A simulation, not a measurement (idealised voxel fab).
Presented below is a process module, voxel transistor to metal.
Cross-section cut: width 165 nm, square cells of 5 nm.
Just so we're on the same page, the cross-sections are grids of square cells, and they're listed out in bands top to bottom, each band one or more rows deep. Per band: top height and bottom height in nm, followed by the left-to-right materials and their widths in nm; "everywhere" marks a single material spanning edge to edge, "blank" marks empty space. Measure heights from 0. That's the level where, below it, the as-received wafer is all one material. The lowest band is bottomless and extends downward; write it as in "0 nm and below". Width: "30 to 40" (first number = top row, second number = bottom row, same change from row to row of cells). Step marked "remained the same"? Then no cell in the cross-section changed in it. Voids not open to the top, 8 cells minimum: see "Unvented cavities". Written width x height at distance; distance is from the left edge; nm. Whatever follows a step's settings on its line is a remark the simulator itself makes about that step. The line of a step may include "overlay nm". On a step with a mask, this value is how far to the right of its planned place the mask lay. A negative value means the mask lay to the left. Everything after this point is organized in pairs: a cross-section before one process step, a cross-section after it that shows only as deep as the lowest changed band, and, under the pair, the intervening step with its settings. Because different runs of this module on the same starting wafer can supply different pairs, a pair continues from the pair above it only if its entry headed "Status quo ante" says so.

STATUS QUO ANTE
    0 nm and below  Si everywhere
    Unvented cavities: none

CROSS-SECTION AFTER STEP
    0 nm to -5 nm  SiO2 everywhere
    At heights below -5, the structure remains unaltered.
    Unvented cavities: none
Between the two cross-sections shown above lies op OXIDIZE | depth nm 5

Status quo ante: Reference is made to the cross-section shown after the step in the pair directly above, which represents the state prior to this step.

CROSS-SECTION AFTER STEP
    15 nm to 0 nm  SiN everywhere
    At heights below 0, the structure remains unaltered.
    Unvented cavities: none
Between the two cross-sections shown above lies op CONFORMAL_DEP | material SiN | thk nm 15

Status quo ante: Reference is made to the cross-section shown after the step in the pair directly above, which represents the state prior to this step.

CROSS-SECTION AFTER STEP
    15 nm to 0 nm  blank (30), then SiN (105), then blank (30)
    At heights below 0, the structure remains unaltered.
    Unvented cavities: none
Between the two cross-sections shown above lies op MASKED_ETCH | tone cover | mask id ACTIVE | width nm 105 | etch materials SiN | depth nm 15 | overlay nm 0

Status quo ante: Reference is made to the cross-section shown after the step in the pair directly above, which represents the state prior to this step.

CROSS-SECTION AFTER STEP
    15 nm to 0 nm  blank (30), then SiN (105), then blank (30)
    0 nm to -5 nm  blank (30), then SiO2 (105), then blank (30)
    At heights below -5, the structure remains unaltered.
    Unvented cavities: none
Between the two cross-sections shown above lies op MASKED_ETCH | tone cover | mask id ACTIVE | width nm 105 | etch materials SiO2 | depth nm 5 | overlay nm 0

Status quo ante: Reference is made to the cross-section shown after the step in the pair directly above, which represents the state prior to this step.

CROSS-SECTION AFTER STEP
    15 nm to 0 nm  blank (30), then SiN (105), then blank (30)
    0 nm to -5 nm  blank (30), then SiO2 (105), then blank (30)
    -5 nm to -40 nm  blank (30), then Si (105), then blank (30)
    At heights below -40, the structure remains unaltered.
    Unvented cavities: none
Between the two cross-sections shown above lies op MASKED_ETCH | tone cover | mask id ACTIVE | width nm 105 | etch materials Si | depth nm 35 | overlay nm 0

Status quo ante: Reference is made to the cross-section shown after the step in the pair directly above, which represents the state prior to this step.

CROSS-SECTION AFTER STEP
    25 nm to 15 nm  SiO2 everywhere
    15 nm to 0 nm  SiO2 (30), then SiN (105), then SiO2 (30)
    0 nm to -5 nm  SiO2 everywhere
    -5 nm to -40 nm  SiO2 (30), then Si (105), then SiO2 (30)
    At heights below -40, the structure remains unaltered.
    Unvented cavities: none
Between the two cross-sections shown above lies op FILL_DEP | material SiO2 | thk nm 10

Status quo ante: Reference is made to the cross-section shown after the step in the pair directly above, which represents the state prior to this step.

CROSS-SECTION AFTER STEP
    15 nm to 0 nm  SiO2 (30), then SiN (105), then SiO2 (30)
    At heights below 0, the structure remains unaltered.
    Unvented cavities: none
Between the two cross-sections shown above lies op CMP | height nm 15

Status quo ante: Reference is made to the cross-section shown after the step in the pair directly above, which represents the state prior to this step.

CROSS-SECTION AFTER STEP
    15 nm to 0 nm  blank (30), then SiN (105), then blank (30)
    At heights below 0, the structure remains unaltered.
    Unvented cavities: none
Between the two cross-sections shown above lies op SELECTIVE_ETCH | etch materials SiO2 | depth nm 15

Status quo ante: Reference is made to the cross-section shown after the step in the pair directly above, which represents the state prior to this step.

CROSS-SECTION AFTER STEP
    0 nm to -5 nm  SiO2 everywhere
    At heights below -5, the structure remains unaltered.
    Unvented cavities: none
Between the two cross-sections shown above lies op STRIP | etch materials SiN

Status quo ante: Reference is made to the cross-section shown after the step in the pair directly above, which represents the state prior to this step.

CROSS-SECTION AFTER STEP
    -5 nm to -40 nm  SiO2 (30), then Si (105), then SiO2 (30)
    At heights below -40, the structure remains unaltered.
    Unvented cavities: none
Between the two cross-sections shown above lies op SELECTIVE_ETCH | etch materials SiO2 | depth nm 5

Status quo ante: Reference is made to the cross-section shown after the step in the pair directly above, which represents the state prior to this step.

CROSS-SECTION AFTER STEP
    -5 nm to -10 nm  SiO2 everywhere
    At heights below -10, the structure remains unaltered.
    Unvented cavities: none
Between the two cross-sections shown above lies op OXIDIZE | depth nm 5

Status quo ante: Reference is made to the cross-section shown after the step in the pair directly above, which represents the state prior to this step.

CROSS-SECTION AFTER STEP
    15 nm to -5 nm  polySi everywhere
    At heights below -5, the structure remains unaltered.
    Unvented cavities: none
Between the two cross-sections shown above lies op DIRECTIONAL_DEP | material polySi | thk nm 20

Status quo ante: Reference is made to the cross-section shown after the step in the pair directly above, which represents the state prior to this step.

CROSS-SECTION AFTER STEP
    30 nm to 15 nm  SiCN everywhere
    At heights below 15, the structure remains unaltered.
    Unvented cavities: none
Between the two cross-sections shown above lies op DIRECTIONAL_DEP | material SiCN | thk nm 15

Status quo ante: Reference is made to the cross-section shown after the step in the pair directly above, which represents the state prior to this step.

CROSS-SECTION AFTER STEP
    45 nm to 30 nm  blank (75), then resist (15), then blank (75)
    At heights below 30, the structure remains unaltered.
    Unvented cavities: none
Between the two cross-sections shown above lies op PATTERN | tone cover | mask id GATE | material resist | width nm 15 | thk nm 15 | overlay nm 0

Status quo ante: Reference is made to the cross-section shown after the step in the pair directly above, which represents the state prior to this step.

CROSS-SECTION AFTER STEP
    45 nm to 30 nm  blank (75), then resist (15), then blank (75)
    30 nm to 15 nm  blank (75), then SiCN (15), then blank (75)
    At heights below 15, the structure remains unaltered.
    Unvented cavities: none
Between the two cross-sections shown above lies op DIRECTIONAL_ETCH | etch materials SiCN | depth nm 25

Status quo ante: Reference is made to the cross-section shown after the step in the pair directly above, which represents the state prior to this step.

CROSS-SECTION AFTER STEP
    45 nm to 30 nm  blank (75), then resist (15), then blank (75)
    30 nm to 15 nm  blank (75), then SiCN (15), then blank (75)
    15 nm to -5 nm  blank (75), then polySi (15), then blank (75)
    At heights below -5, the structure remains unaltered.
    Unvented cavities: none
Between the two cross-sections shown above lies op DIRECTIONAL_ETCH | etch materials polySi | depth nm 30

Status quo ante: Reference is made to the cross-section shown after the step in the pair directly above, which represents the state prior to this step.

CROSS-SECTION AFTER STEP
    30 nm to 15 nm  blank (75), then SiCN (15), then blank (75)
    At heights below 15, the structure remains unaltered.
    Unvented cavities: none
Between the two cross-sections shown above lies op STRIP | etch materials resist

Status quo ante: Reference is made to the cross-section shown after the step in the pair directly above, which represents the state prior to this step.

CROSS-SECTION AFTER STEP
    35 nm to 30 nm  blank (70), then SiN (25), then blank (70)
    30 nm to 15 nm  blank (70), then SiN (5), then SiCN (15), then SiN (5), then blank (70)
    15 nm to 0 nm  blank (70), then SiN (5), then polySi (15), then SiN (5), then blank (70)
    0 nm to -5 nm  SiN (75), then polySi (15), then SiN (75)
    At heights below -5, the structure remains unaltered.
    Unvented cavities: none
Between the two cross-sections shown above lies op CONFORMAL_DEP | material SiN | thk nm 5

Status quo ante: Reference is made to the cross-section shown after the step in the pair directly above, which represents the state prior to this step.

CROSS-SECTION AFTER STEP
    30 nm to 15 nm  blank (70), then SiN (5), then SiCN (15), then SiN (5), then blank (70)
    15 nm to -5 nm  blank (70), then SiN (5), then polySi (15), then SiN (5), then blank (70)
    At heights below -5, the structure remains unaltered.
    Unvented cavities: none
Between the two cross-sections shown above lies op DIRECTIONAL_ETCH | etch materials SiN | depth nm 5

Status quo ante: Reference is made to the cross-section shown after the step in the pair directly above, which represents the state prior to this step.

CROSS-SECTION AFTER STEP
    30 nm to 15 nm  blank (70), then SiN (5), then SiCN (15), then SiN (5), then blank (70)
    15 nm to -5 nm  blank (70), then SiN (5), then polySi (15), then SiN (5), then blank (70)
    -5 nm to -10 nm  blank (70), then SiO2 (25), then blank (70)
    At heights below -10, the structure remains unaltered.
    Unvented cavities: none
Between the two cross-sections shown above lies op DIRECTIONAL_ETCH | etch materials SiO2 | depth nm 5

Status quo ante: Reference is made to the cross-section shown after the step in the pair directly above, which represents the state prior to this step.

CROSS-SECTION AFTER STEP
    30 nm to 15 nm  blank (70), then SiN (5), then SiCN (15), then SiN (5), then blank (70)
    15 nm to -5 nm  blank (70), then SiN (5), then polySi (15), then SiN (5), then blank (70)
    -5 nm to -10 nm  blank (70), then SiO2 (25), then blank (70)
    -10 nm to -25 nm  SiO2 (30), then blank (40), then Si (25), then blank (40), then SiO2 (30)
    At heights below -25, the structure remains unaltered.
    Unvented cavities: none
Between the two cross-sections shown above lies op DIRECTIONAL_ETCH | etch materials Si | depth nm 15

Status quo ante: Reference is made to the cross-section shown after the step in the pair directly above, which represents the state prior to this step.

CROSS-SECTION AFTER STEP
    30 nm to 15 nm  blank (70), then SiN (5), then SiCN (15), then SiN (5), then blank (70)
    15 nm to 5 nm  blank (70), then SiN (5), then polySi (15), then SiN (5), then blank (70)
    5 nm to -5 nm  blank (55), then SiGe (15), then SiN (5), then polySi (15), then SiN (5), then SiGe (15), then blank (55)
    -5 nm to -10 nm  blank (55), then SiGe (15), then SiO2 (25), then SiGe (15), then blank (55)
    -10 nm to -25 nm  SiO2 (30), then SiGe (40), then Si (25), then SiGe (40), then SiO2 (30)
    At heights below -25, the structure remains unaltered.
    Unvented cavities: none
Between the two cross-sections shown above lies op EPI | material SiGe | thk nm 15

Status quo ante: Reference is made to the cross-section shown after the step in the pair directly above, which represents the state prior to this step.

CROSS-SECTION AFTER STEP
    35 nm to 30 nm  SiO2 everywhere
    30 nm to 15 nm  SiO2 (70), then SiN (5), then SiCN (15), then SiN (5), then SiO2 (70)
    15 nm to 5 nm  SiO2 (70), then SiN (5), then polySi (15), then SiN (5), then SiO2 (70)
    5 nm to -5 nm  SiO2 (55), then SiGe (15), then SiN (5), then polySi (15), then SiN (5), then SiGe (15), then SiO2 (55)
    -5 nm to -10 nm  SiO2 (55), then SiGe (15), then SiO2 (25), then SiGe (15), then SiO2 (55)
    At heights below -10, the structure remains unaltered.
    Unvented cavities: none
Between the two cross-sections shown above lies op FILL_DEP | material SiO2 | thk nm 5

Status quo ante: Reference is made to the cross-section shown after the step in the pair directly above, which represents the state prior to this step.

CROSS-SECTION AFTER STEP
    30 nm to 15 nm  SiO2 (70), then SiN (5), then SiCN (15), then SiN (5), then SiO2 (70)
    At heights below 15, the structure remains unaltered.
    Unvented cavities: none
Between the two cross-sections shown above lies op CMP | height nm 30

Status quo ante: Reference is made to the cross-section shown after the step in the pair directly above, which represents the state prior to this step.

CROSS-SECTION AFTER STEP
    40 nm to 30 nm  SiO2 everywhere
    At heights below 30, the structure remains unaltered.
    Unvented cavities: none
Between the two cross-sections shown above lies op DIRECTIONAL_DEP | material SiO2 | thk nm 10

Status quo ante: Reference is made to the cross-section shown after the step in the pair directly above, which represents the state prior to this step.

CROSS-SECTION AFTER STEP
    50 nm to 40 nm  aC everywhere
    At heights below 40, the structure remains unaltered.
    Unvented cavities: none
Between the two cross-sections shown above lies op DIRECTIONAL_DEP | material aC | thk nm 10

Status quo ante: Reference is made to the cross-section shown after the step in the pair directly above, which represents the state prior to this step.

CROSS-SECTION AFTER STEP
    75 nm to 50 nm  resist (35), then blank (20), then resist (55), then blank (20), then resist (35)
    At heights below 50, the structure remains unaltered.
    Unvented cavities: none
Between the two cross-sections shown above lies op PATTERN | tone open | mask id CONTACT | material resist | width nm 20 | pitch nm 75 | thk nm 25 | overlay nm 0

Status quo ante: Reference is made to the cross-section shown after the step in the pair directly above, which represents the state prior to this step.

CROSS-SECTION AFTER STEP
    65 nm to 50 nm  resist (35), then blank (20), then resist (55), then blank (20), then resist (35)
    50 nm to 40 nm  aC (35), then blank (20), then aC (55), then blank (20), then aC (35)
    At heights below 40, the structure remains unaltered.
    Unvented cavities: none
Between the two cross-sections shown above lies op DIRECTIONAL_ETCH | etch materials aC | depth nm 10

Status quo ante: Reference is made to the cross-section shown after the step in the pair directly above, which represents the state prior to this step.

CROSS-SECTION AFTER STEP
    50 nm to 40 nm  aC (35), then blank (20), then aC (55), then blank (20), then aC (35)
    At heights below 40, the structure remains unaltered.
    Unvented cavities: none
Between the two cross-sections shown above lies op STRIP | etch materials resist

Status quo ante: Reference is made to the cross-section shown after the step in the pair directly above, which represents the state prior to this step.

CROSS-SECTION AFTER STEP
    50 nm to 40 nm  aC (35), then blank (20), then aC (55), then blank (20), then aC (35)
    40 nm to 30 nm  SiO2 (35), then blank (20), then SiO2 (55), then blank (20), then SiO2 (35)
    30 nm to 15 nm  SiO2 (35), then blank (20), then SiO2 (15), then SiN (5), then SiCN (15), then SiN (5), then SiO2 (15), then blank (20), then SiO2 (35)
    15 nm to 5 nm  SiO2 (35), then blank (20), then SiO2 (15), then SiN (5), then polySi (15), then SiN (5), then SiO2 (15), then blank (20), then SiO2 (35)
    5 nm to -5 nm  SiO2 (35), then blank (20), then SiGe (15), then SiN (5), then polySi (15), then SiN (5), then SiGe (15), then blank (20), then SiO2 (35)
    -5 nm to -10 nm  SiO2 (35), then blank (20), then SiGe (15), then SiO2 (25), then SiGe (15), then blank (20), then SiO2 (35)
    At heights below -10, the structure remains unaltered.
    Unvented cavities: none
Between the two cross-sections shown above lies op DIRECTIONAL_ETCH | etch materials SiO2 | depth nm 50

Status quo ante: Reference is made to the cross-section shown after the step in the pair directly above, which represents the state prior to this step.

CROSS-SECTION AFTER STEP
    40 nm to 30 nm  SiO2 (35), then blank (20), then SiO2 (55), then blank (20), then SiO2 (35)
    At heights below 30, the structure remains unaltered.
    Unvented cavities: none
Between the two cross-sections shown above lies op STRIP | etch materials aC

Status quo ante: Reference is made to the cross-section shown after the step in the pair directly above, which represents the state prior to this step.

CROSS-SECTION AFTER STEP
    45 nm to 40 nm  TiN (40), then blank (10), then TiN (65), then blank (10), then TiN (40)
    40 nm to 30 nm  SiO2 (35), then TiN (5), then blank (10), then TiN (5), then SiO2 (55), then TiN (5), then blank (10), then TiN (5), then SiO2 (35)
    30 nm to 15 nm  SiO2 (35), then TiN (5), then blank (10), then TiN (5), then SiO2 (15), then SiN (5), then SiCN (15), then SiN (5), then SiO2 (15), then TiN (5), then blank (10), then TiN (5), then SiO2 (35)
    15 nm to 5 nm  SiO2 (35), then TiN (5), then blank (10), then TiN (5), then SiO2 (15), then SiN (5), then polySi (15), then SiN (5), then SiO2 (15), then TiN (5), then blank (10), then TiN (5), then SiO2 (35)
    5 nm to -5 nm  SiO2 (35), then TiN (5), then blank (10), then TiN (5), then SiGe (15), then SiN (5), then polySi (15), then SiN (5), then SiGe (15), then TiN (5), then blank (10), then TiN (5), then SiO2 (35)
    -5 nm to -10 nm  SiO2 (35), then TiN (20), then SiGe (15), then SiO2 (25), then SiGe (15), then TiN (20), then SiO2 (35)
    At heights below -10, the structure remains unaltered.
    Unvented cavities: none
Between the two cross-sections shown above lies op CONFORMAL_DEP | material TiN | thk nm 5

Status quo ante: Reference is made to the cross-section shown after the step in the pair directly above, which represents the state prior to this step.

CROSS-SECTION AFTER STEP
    50 nm to 45 nm  Ru everywhere
    45 nm to 40 nm  TiN (40), then Ru (10), then TiN (65), then Ru (10), then TiN (40)
    40 nm to 30 nm  SiO2 (35), then TiN (5), then Ru (10), then TiN (5), then SiO2 (55), then TiN (5), then Ru (10), then TiN (5), then SiO2 (35)
    30 nm to 15 nm  SiO2 (35), then TiN (5), then Ru (10), then TiN (5), then SiO2 (15), then SiN (5), then SiCN (15), then SiN (5), then SiO2 (15), then TiN (5), then Ru (10), then TiN (5), then SiO2 (35)
    15 nm to 5 nm  SiO2 (35), then TiN (5), then Ru (10), then TiN (5), then SiO2 (15), then SiN (5), then polySi (15), then SiN (5), then SiO2 (15), then TiN (5), then Ru (10), then TiN (5), then SiO2 (35)
    5 nm to -5 nm  SiO2 (35), then TiN (5), then Ru (10), then TiN (5), then SiGe (15), then SiN (5), then polySi (15), then SiN (5), then SiGe (15), then TiN (5), then Ru (10), then TiN (5), then SiO2 (35)
    At heights below -5, the structure remains unaltered.
    Unvented cavities: none
Between the two cross-sections shown above lies op FILL_DEP | material Ru | thk nm 5

Status quo ante: Reference is made to the cross-section shown after the step in the pair directly above, which represents the state prior to this step.

CROSS-SECTION AFTER STEP
    40 nm to 30 nm  SiO2 (35), then TiN (5), then Ru (10), then TiN (5), then SiO2 (55), then TiN (5), then Ru (10), then TiN (5), then SiO2 (35)
    At heights below 30, the structure remains unaltered.
    Unvented cavities: none
Between the two cross-sections shown above lies op CMP | height nm 40

Status quo ante: Reference is made to the cross-section shown after the step in the pair directly above, which represents the state prior to this step.

CROSS-SECTION AFTER STEP
    45 nm to 40 nm  TiN everywhere
    At heights below 40, the structure remains unaltered.
    Unvented cavities: none
Between the two cross-sections shown above lies op DIRECTIONAL_DEP | material TiN | thk nm 5

Status quo ante: Reference is made to the cross-section shown after the step in the pair directly above, which represents the state prior to this step.

CROSS-SECTION AFTER STEP
    70 nm to 45 nm  Ru everywhere
    At heights below 45, the structure remains unaltered.
    Unvented cavities: none
Between the two cross-sections shown above lies op DIRECTIONAL_DEP | material Ru | thk nm 25

Status quo ante: Reference is made to the cross-section shown after the step in the pair directly above, which represents the state prior to this step.

CROSS-SECTION AFTER STEP
    85 nm to 70 nm  blank (35), then resist (20), then blank (55), then resist (20), then blank (35)
    At heights below 70, the structure remains unaltered.
    Unvented cavities: none
Between the two cross-sections shown above lies op PATTERN | tone cover | mask id METAL_1 | material resist | width nm 20 | pitch nm 75 | thk nm 15 | overlay nm 0

Status quo ante: Reference is made to the cross-section shown after the step in the pair directly above, which represents the state prior to this step.

CROSS-SECTION AFTER STEP
    85 nm to 70 nm  blank (35), then resist (20), then blank (55), then resist (20), then blank (35)
    70 nm to 45 nm  blank (35), then Ru (20), then blank (55), then Ru (20), then blank (35)
    At heights below 45, the structure remains unaltered.
    Unvented cavities: none
Between the two cross-sections shown above lies op DIRECTIONAL_ETCH | etch materials Ru | depth nm 25

Status quo ante: Reference is made to the cross-section shown after the step in the pair directly above, which represents the state prior to this step.

CROSS-SECTION AFTER STEP
    85 nm to 70 nm  blank (35), then resist (20), then blank (55), then resist (20), then blank (35)
    70 nm to 45 nm  blank (35), then Ru (20), then blank (55), then Ru (20), then blank (35)
    45 nm to 40 nm  blank (35), then TiN (20), then blank (55), then TiN (20), then blank (35)
    At heights below 40, the structure remains unaltered.
    Unvented cavities: none
Between the two cross-sections shown above lies op DIRECTIONAL_ETCH | etch materials TiN | depth nm 5

Status quo ante: Reference is made to the cross-section shown after the step in the pair directly above, which represents the state prior to this step.

CROSS-SECTION AFTER STEP
    70 nm to 45 nm  blank (35), then Ru (20), then blank (55), then Ru (20), then blank (35)
    At heights below 45, the structure remains unaltered.
    Unvented cavities: none
Between the two cross-sections shown above lies op STRIP | etch materials resist

Status quo ante: Reference is made to the cross-section shown after the step in the pair directly above, which represents the state prior to this step.

CROSS-SECTION AFTER STEP
    75 nm to 70 nm  blank (30), then SiCN (30), then blank (45), then SiCN (30), then blank (30)
    70 nm to 45 nm  blank (30), then SiCN (5), then Ru (20), then SiCN (5), then blank (45), then SiCN (5), then Ru (20), then SiCN (5), then blank (30)
    45 nm to 40 nm  SiCN (35), then TiN (20), then SiCN (55), then TiN (20), then SiCN (35)
    At heights below 40, the structure remains unaltered.
    Unvented cavities: none
Between the two cross-sections shown above lies op CONFORMAL_DEP | material SiCN | thk nm 5

Status quo ante: Reference is made to the cross-section shown after the step in the pair directly above, which represents the state prior to this step.

CROSS-SECTION AFTER STEP
    85 nm to 75 nm  SiO2 everywhere
    75 nm to 70 nm  SiO2 (30), then SiCN (30), then SiO2 (45), then SiCN (30), then SiO2 (30)
    70 nm to 45 nm  SiO2 (30), then SiCN (5), then Ru (20), then SiCN (5), then SiO2 (45), then SiCN (5), then Ru (20), then SiCN (5), then SiO2 (30)
    At heights below 45, the structure remains unaltered.
    Unvented cavities: none
Between the two cross-sections shown above lies op FILL_DEP | material SiO2 | thk nm 10

Status quo ante: Reference is made to the cross-section shown after the step in the pair directly above, which represents the state prior to this step.

CROSS-SECTION AFTER STEP
    70 nm to 45 nm  SiO2 (30), then SiCN (5), then Ru (20), then SiCN (5), then SiO2 (45), then SiCN (5), then Ru (20), then SiCN (5), then SiO2 (30)
    At heights below 45, the structure remains unaltered.
    Unvented cavities: none
Between the two cross-sections shown above lies op CMP | height nm 70

Status quo ante: Reference is made to the cross-section shown after the step in the pair directly above, which represents the state prior to this step.

CROSS-SECTION AFTER STEP
    75 nm to 70 nm  SiN everywhere
    At heights below 70, the structure remains unaltered.
    Unvented cavities: none
Between the two cross-sections shown above lies op CONFORMAL_DEP | material SiN | thk nm 5

STATUS QUO ANTE
    85 nm to 75 nm  SiO2 everywhere
    75 nm to 70 nm  SiO2 (30), then SiCN (30), then SiO2 (45), then SiCN (30), then SiO2 (30)
    70 nm to 45 nm  SiO2 (30), then SiCN (5), then Ru (20), then SiCN (5), then SiO2 (45), then SiCN (5), then Ru (20), then SiCN (5), then SiO2 (30)
    45 nm to 40 nm  SiCN (35), then TiN (20), then SiCN (55), then TiN (20), then SiCN (35)
    40 nm to 30 nm  SiO2 (35), then TiN (5), then Ru (10), then TiN (5), then SiO2 (55), then TiN (5), then Ru (10), then TiN (5), then SiO2 (35)
    30 nm to 15 nm  SiO2 (35), then TiN (5), then Ru (10), then TiN (5), then SiO2 (15), then SiN (5), then SiCN (15), then SiN (5), then SiO2 (15), then TiN (5), then Ru (10), then TiN (5), then SiO2 (35)
    15 nm to 5 nm  SiO2 (35), then TiN (5), then Ru (10), then TiN (5), then SiO2 (15), then SiN (5), then polySi (15), then SiN (5), then SiO2 (15), then TiN (5), then Ru (10), then TiN (5), then SiO2 (35)
    5 nm to -5 nm  SiO2 (35), then TiN (5), then Ru (10), then TiN (5), then SiGe (15), then SiN (5), then polySi (15), then SiN (5), then SiGe (15), then TiN (5), then Ru (10), then TiN (5), then SiO2 (35)
    -5 nm to -10 nm  SiO2 (35), then TiN (20), then SiGe (15), then SiO2 (25), then SiGe (15), then TiN (20), then SiO2 (35)
    -10 nm to -25 nm  SiO2 (30), then SiGe (40), then Si (25), then SiGe (40), then SiO2 (30)
    -25 nm to -40 nm  SiO2 (30), then Si (105), then SiO2 (30)
    -40 nm and below  Si everywhere
    Unvented cavities: none

CROSS-SECTION AFTER STEP
    90 nm to 85 nm  SiN everywhere
    At heights below 85, the structure remains unaltered.
    Unvented cavities: none
Between the two cross-sections shown above lies op CONFORMAL_DEP | material SiN | thk nm 5

STATUS QUO ANTE
    30 nm to 15 nm  blank (70), then SiN (5), then SiCN (15), then SiN (5), then blank (70)
    15 nm to 5 nm  blank (70), then SiN (5), then polySi (15), then SiN (5), then blank (70)
    5 nm to -5 nm  blank (55), then SiGe (15), then SiN (5), then polySi (15), then SiN (5), then SiGe (15), then blank (55)
    -5 nm to -10 nm  blank (55), then SiGe (15), then SiO2 (25), then SiGe (15), then blank (55)
    -10 nm to -25 nm  SiO2 (30), then SiGe (40), then Si (25), then SiGe (40), then SiO2 (30)
    -25 nm to -40 nm  SiO2 (30), then Si (105), then SiO2 (30)
    -40 nm and below  Si everywhere
    Unvented cavities: none

CROSS-SECTION AFTER STEP
    30 nm to 20 nm  blank (70), then SiN (5), then SiCN (15), then SiN (5), then blank (70)
    20 nm to 15 nm  blank (40), then SiGe (30), then SiN (5), then SiCN (15), then SiN (5), then SiGe (30), then blank (40)
    15 nm to 5 nm  blank (40), then SiGe (30), then SiN (5), then polySi (15), then SiN (5), then SiGe (30), then blank (40)
    5 nm to -5 nm  blank (15), then SiGe (55), then SiN (5), then polySi (15), then SiN (5), then SiGe (55), then blank (15)
    -5 nm to -10 nm  blank (15), then SiGe (55), then SiO2 (25), then SiGe (55), then blank (15)
    At heights below -10, the structure remains unaltered.
    Unvented cavities: none
Between the two cross-sections shown above lies op EPI | material SiGe | thk nm 15

Status quo ante: Reference is made to the cross-section shown after the step in the pair directly above, which represents the state prior to this step.

CROSS-SECTION AFTER STEP
    35 nm to 30 nm  SiO2 everywhere
    30 nm to 20 nm  SiO2 (70), then SiN (5), then SiCN (15), then SiN (5), then SiO2 (70)
    20 nm to 15 nm  SiO2 (40), then SiGe (30), then SiN (5), then SiCN (15), then SiN (5), then SiGe (30), then SiO2 (40)
    15 nm to 5 nm  SiO2 (40), then SiGe (30), then SiN (5), then polySi (15), then SiN (5), then SiGe (30), then SiO2 (40)
    5 nm to -5 nm  SiO2 (15), then SiGe (55), then SiN (5), then polySi (15), then SiN (5), then SiGe (55), then SiO2 (15)
    -5 nm to -10 nm  SiO2 (15), then SiGe (55), then SiO2 (25), then SiGe (55), then SiO2 (15)
    At heights below -10, the structure remains unaltered.
    Unvented cavities: none
Between the two cross-sections shown above lies op FILL_DEP | material SiO2 | thk nm 5

Status quo ante: Reference is made to the cross-section shown after the step in the pair directly above, which represents the state prior to this step.

CROSS-SECTION AFTER STEP
    30 nm to 20 nm  SiO2 (70), then SiN (5), then SiCN (15), then SiN (5), then SiO2 (70)
    At heights below 20, the structure remains unaltered.
    Unvented cavities: none
Between the two cross-sections shown above lies op CMP | height nm 30

Status quo ante: Reference is made to the cross-section shown after the step in the pair directly above, which represents the state prior to this step.

CROSS-SECTION AFTER STEP
    40 nm to 30 nm  SiO2 everywhere
    At heights below 30, the structure remains unaltered.
    Unvented cavities: none
Between the two cross-sections shown above lies op DIRECTIONAL_DEP | material SiO2 | thk nm 10

Status quo ante: Reference is made to the cross-section shown after the step in the pair directly above, which represents the state prior to this step.

CROSS-SECTION AFTER STEP
    50 nm to 40 nm  aC everywhere
    At heights below 40, the structure remains unaltered.
    Unvented cavities: none
Between the two cross-sections shown above lies op DIRECTIONAL_DEP | material aC | thk nm 10

Status quo ante: Reference is made to the cross-section shown after the step in the pair directly above, which represents the state prior to this step.

CROSS-SECTION AFTER STEP
    75 nm to 50 nm  resist (35), then blank (20), then resist (55), then blank (20), then resist (35)
    At heights below 50, the structure remains unaltered.
    Unvented cavities: none
Between the two cross-sections shown above lies op PATTERN | tone open | mask id CONTACT | material resist | width nm 20 | pitch nm 75 | thk nm 25 | overlay nm 0

Status quo ante: Reference is made to the cross-section shown after the step in the pair directly above, which represents the state prior to this step.

CROSS-SECTION AFTER STEP
    65 nm to 50 nm  resist (35), then blank (20), then resist (55), then blank (20), then resist (35)
    50 nm to 40 nm  aC (35), then blank (20), then aC (55), then blank (20), then aC (35)
    At heights below 40, the structure remains unaltered.
    Unvented cavities: none
Between the two cross-sections shown above lies op DIRECTIONAL_ETCH | etch materials aC | depth nm 10

Status quo ante: Reference is made to the cross-section shown after the step in the pair directly above, which represents the state prior to this step.

CROSS-SECTION AFTER STEP
    50 nm to 40 nm  aC (35), then blank (20), then aC (55), then blank (20), then aC (35)
    At heights below 40, the structure remains unaltered.
    Unvented cavities: none
Between the two cross-sections shown above lies op STRIP | etch materials resist

Status quo ante: Reference is made to the cross-section shown after the step in the pair directly above, which represents the state prior to this step.

CROSS-SECTION AFTER STEP
    50 nm to 40 nm  aC (35), then blank (20), then aC (55), then blank (20), then aC (35)
    40 nm to 30 nm  SiO2 (35), then blank (20), then SiO2 (55), then blank (20), then SiO2 (35)
    30 nm to 20 nm  SiO2 (35), then blank (20), then SiO2 (15), then SiN (5), then SiCN (15), then SiN (5), then SiO2 (15), then blank (20), then SiO2 (35)
    20 nm to 15 nm  SiO2 (35), then blank (5), then SiGe (30), then SiN (5), then SiCN (15), then SiN (5), then SiGe (30), then blank (5), then SiO2 (35)
    15 nm to 5 nm  SiO2 (35), then blank (5), then SiGe (30), then SiN (5), then polySi (15), then SiN (5), then SiGe (30), then blank (5), then SiO2 (35)
    At heights below 5, the structure remains unaltered.
    Unvented cavities: none
Between the two cross-sections shown above lies op DIRECTIONAL_ETCH | etch materials SiO2 | depth nm 50

Status quo ante: Reference is made to the cross-section shown after the step in the pair directly above, which represents the state prior to this step.

CROSS-SECTION AFTER STEP
    40 nm to 30 nm  SiO2 (35), then blank (20), then SiO2 (55), then blank (20), then SiO2 (35)
    At heights below 30, the structure remains unaltered.
    Unvented cavities: none
Between the two cross-sections shown above lies op STRIP | etch materials aC

Status quo ante: Reference is made to the cross-section shown after the step in the pair directly above, which represents the state prior to this step.

CROSS-SECTION AFTER STEP
    45 nm to 40 nm  TiN (40), then blank (10), then TiN (65), then blank (10), then TiN (40)
    40 nm to 30 nm  SiO2 (35), then TiN (5), then blank (10), then TiN (5), then SiO2 (55), then TiN (5), then blank (10), then TiN (5), then SiO2 (35)
    30 nm to 25 nm  SiO2 (35), then TiN (5), then blank (10), then TiN (5), then SiO2 (15), then SiN (5), then SiCN (15), then SiN (5), then SiO2 (15), then TiN (5), then blank (10), then TiN (5), then SiO2 (35)
    25 nm to 20 nm  SiO2 (35), then TiN (20), then SiO2 (15), then SiN (5), then SiCN (15), then SiN (5), then SiO2 (15), then TiN (20), then SiO2 (35)
    20 nm to 15 nm  SiO2 (35), then TiN (5), then SiGe (30), then SiN (5), then SiCN (15), then SiN (5), then SiGe (30), then TiN (5), then SiO2 (35)
    15 nm to 5 nm  SiO2 (35), then TiN (5), then SiGe (30), then SiN (5), then polySi (15), then SiN (5), then SiGe (30), then TiN (5), then SiO2 (35)
    At heights below 5, the structure remains unaltered.
    Unvented cavities: none
Between the two cross-sections shown above lies op CONFORMAL_DEP | material TiN | thk nm 5
